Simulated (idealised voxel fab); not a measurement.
Module name: voxel released beams (process module)
Each square cell in cross-section cut measures 5 nm, and the section as a whole is 220 nm wide.
In what follows, cross-sections appear as grids of square cells, described through bands that run from the top down, where every band is one or more rows of cells.
The entry gives the band's vertical extent as a top height and a bottom height in nm, then its horizontal make-up as materials from left to right, each with a width in nm. "air" stands for empty space; a single material marked "everywhere" fills the band edge to edge.
The level at which height equals 0 is the one under which the wafer, as it arrives, is entirely one material. No lower edge exists for the bottom band, which continues downward and is notated as in "0 -> down".
Top row gets the first number, bottom row gets the second, and each row in between changes by the same step: that is how a band width like "30 to 40" works.
"remained the same" means the step left every cell of the cross-section as it was.
"Closed cavities" lists enclosed empty spaces (at least 8 cells, no open path upward to the top), each as width x height at distance from the left edge, in nm.
Text after the settings on a step's line: the simulator's own remark on that step.
A step's line can hold "overlay nm"; with a mask on that step, the setting says how far right of the planned place the mask lay, while a negative setting says it lay to the left.

**plan**
1,RECEIVE with material Si
2,CONFORMAL_DEP with material SiN, thk nm 5
3,DIRECTIONAL_DEP with material SiO2, thk nm 15
4,PATTERN with tone open, mask id ANCHOR, material resist, width nm 35, thk nm 20, overlay nm 0
5,DIRECTIONAL_ETCH with etch materials SiO2, depth nm 15
6,STRIP with etch materials resist
7,CONFORMAL_DEP with material TiN, thk nm 10
8,MASKED_ETCH with tone cover, mask id BEAM, width nm 105, etch materials TiN, depth nm 10, overlay nm 0
9,STRIP with etch materials SiO2

**The first of a set of two wafers, run to plan**

**As received (post step 1): cross-section**
0 -> down: Si everywhere
Closed cavities: none

**Wafer section view after processing step 2**
5 -> 0: SiN everywhere
Nothing below the height 0 has changed.

**Wafer section view after processing step 3**
20 -> 5: SiO2 everywhere
Nothing below the height 5 has changed.

**Wafer section view after processing step 4**
40 -> 20: resist 60 nm, then air 35 nm, then resist 125 nm
Nothing below the height 20 has changed.

**Wafer section view after processing step 5**
40 -> 20: resist 60 nm, then air 35 nm, then resist 125 nm
20 -> 5: SiO2 60 nm, then air 35 nm, then SiO2 125 nm
Nothing below the height 5 has changed.

**Wafer section view after processing step 6**
20 -> 5: SiO2 60 nm, then air 35 nm, then SiO2 125 nm
Nothing below the height 5 has changed.

**Wafer section view after processing step 7**
30 -> 20: TiN 70 nm, then air 15 nm, then TiN 135 nm
20 -> 15: SiO2 60 nm, then TiN 10 nm, then air 15 nm, then TiN 10 nm, then SiO2 125 nm
15 -> 5: SiO2 60 nm, then TiN 35 nm, then SiO2 125 nm
Nothing below the height 5 has changed.

**Wafer section view after processing step 8**
30 -> 20: air 55 nm, then TiN 15 nm, then air 15 nm, then TiN 75 nm, then air 60 nm
Nothing below the height 20 has changed.

**Wafer section view after processing step 9**
30 -> 20: air 55 nm, then TiN 15 nm, then air 15 nm, then TiN 75 nm, then air 60 nm
20 -> 15: air 60 nm, then TiN 10 nm, then air 15 nm, then TiN 10 nm, then air 125 nm
15 -> 5: air 60 nm, then TiN 35 nm, then air 125 nm
Nothing below the height 5 has changed.

**Second wafer, same starting state and plan as the first, one mistake in the run, identical through step 7**

**The second wafer in cross-section, at the planned close of step 8**
30 -> 20: air 60 nm, then TiN 10 nm, then air 15 nm, then TiN 75 nm, then air 60 nm
Nothing below the height 20 has changed.

**The second wafer in cross-section, at the planned close of step 9**
30 -> 20: air 60 nm, then TiN 10 nm, then air 15 nm, then TiN 75 nm, then air 60 nm
20 -> 15: air 60 nm, then TiN 10 nm, then air 15 nm, then TiN 10 nm, then air 125 nm
15 -> 5: air 60 nm, then TiN 35 nm, then air 125 nm
Nothing below the height 5 has changed.
Misprocessing identified: step 8 ran as: MASKED_ETCH with tone cover, mask id BEAM, width nm 100, etch materials TiN, depth nm 10, overlay nm 0
Materials where the second wafer ends with more or fewer cells than the first: TiN: 2 fewer
